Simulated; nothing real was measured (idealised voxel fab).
Module name: voxel tone inversion (process module)
The cross-section shown here is cut; it is 215 nm wide and divided into square cells measuring 5 nm on a side.
Heads up, the way a cross-section reads in here is a grid of square cells, handed over as bands from the top down, with every band being one or more rows of cells. Band entry format. Leading values: height of top, height of bottom, nm. Remainder: materials in left-to-right order, each with its width in nm. Special words: "full width" on a single material, which then fills the band edge to edge; "air", empty space. Basically, 0 is our baseline, since under it the wafer straight out of the box is all one material. The bottom band has no lower end and keeps on going down, so it looks like "from 0 down". Read "30..40" as a graded width: first number on top, second number at the bottom, same change between each pair of neighbouring rows. "no alterations made" (step): cross-section cells unchanged, all of them. Entry "Voids lacking openings". Content: empty spaces with no open connection to the top, size 8 cells or greater. Each: width x height at distance. Distance: from left edge. Unit: nm. The remark found on a step's line after its settings is issued by the simulator itself and pertains to that step. Each step line may optionally specify "overlay nm", which for a step with a mask gives the rightward distance between the mask's planned place and where it lay, a negative value indicating the leftward direction.

Plan
- 1: RECEIVE | material Si
- 2: CONFORMAL_DEP | material SiN | thk nm 5
- 3: DIRECTIONAL_DEP | material polySi | thk nm 15
- 4: PATTERN | tone cover | mask id POSTS | material resist | width nm 15 | pitch nm 40 | thk nm 20 | overlay nm 0
- 5: DIRECTIONAL_ETCH | etch materials polySi | depth nm 15
- 6: STRIP | etch materials resist
- 7: FILL_DEP | material SiO2 | thk nm 5
- 8: CMP | height nm 20
- 9: STRIP | etch materials polySi
Be aware that, although all wafers share a common starting state, the width nm at step 4 differs among them, and the plan displays the first wafer's value.

Received wafers, first of several: cross-section after step 1
* from 0 down: Si full width
* Voids lacking openings: none

Here is the cross-section of the first of several wafers at the end of the module, after its last step, step 9
* from 20 to 5: SiO2: 40; air: 15; SiO2: 25; air: 15; SiO2: 25; air: 15; SiO2: 25; air: 15; SiO2: 40
* from 5 to 0: SiN full width
* from 0 down: Si full width
* Voids lacking openings: none

Wafer cross-section (last wafer, module end)
* from 20 to 5: SiO2: 35; air: 25; SiO2: 15; air: 25; SiO2: 15; air: 25; SiO2: 15; air: 25; SiO2: 35
* from 5 to 0: SiN full width
* from 0 down: Si full width
* Voids lacking openings: none

Below, a row for every wafer. Read it as the end-of-module picture: for each material the wafer shows its cells gained (+) or lost (-) since it was received, and then its closed voids
width nm 15; +43 SiN; +93 SiO2; Voids lacking openings: none
width nm 20; +43 SiN; +81 SiO2; Voids lacking openings: none
width nm 25; +43 SiN; +69 SiO2; Voids lacking openings: none
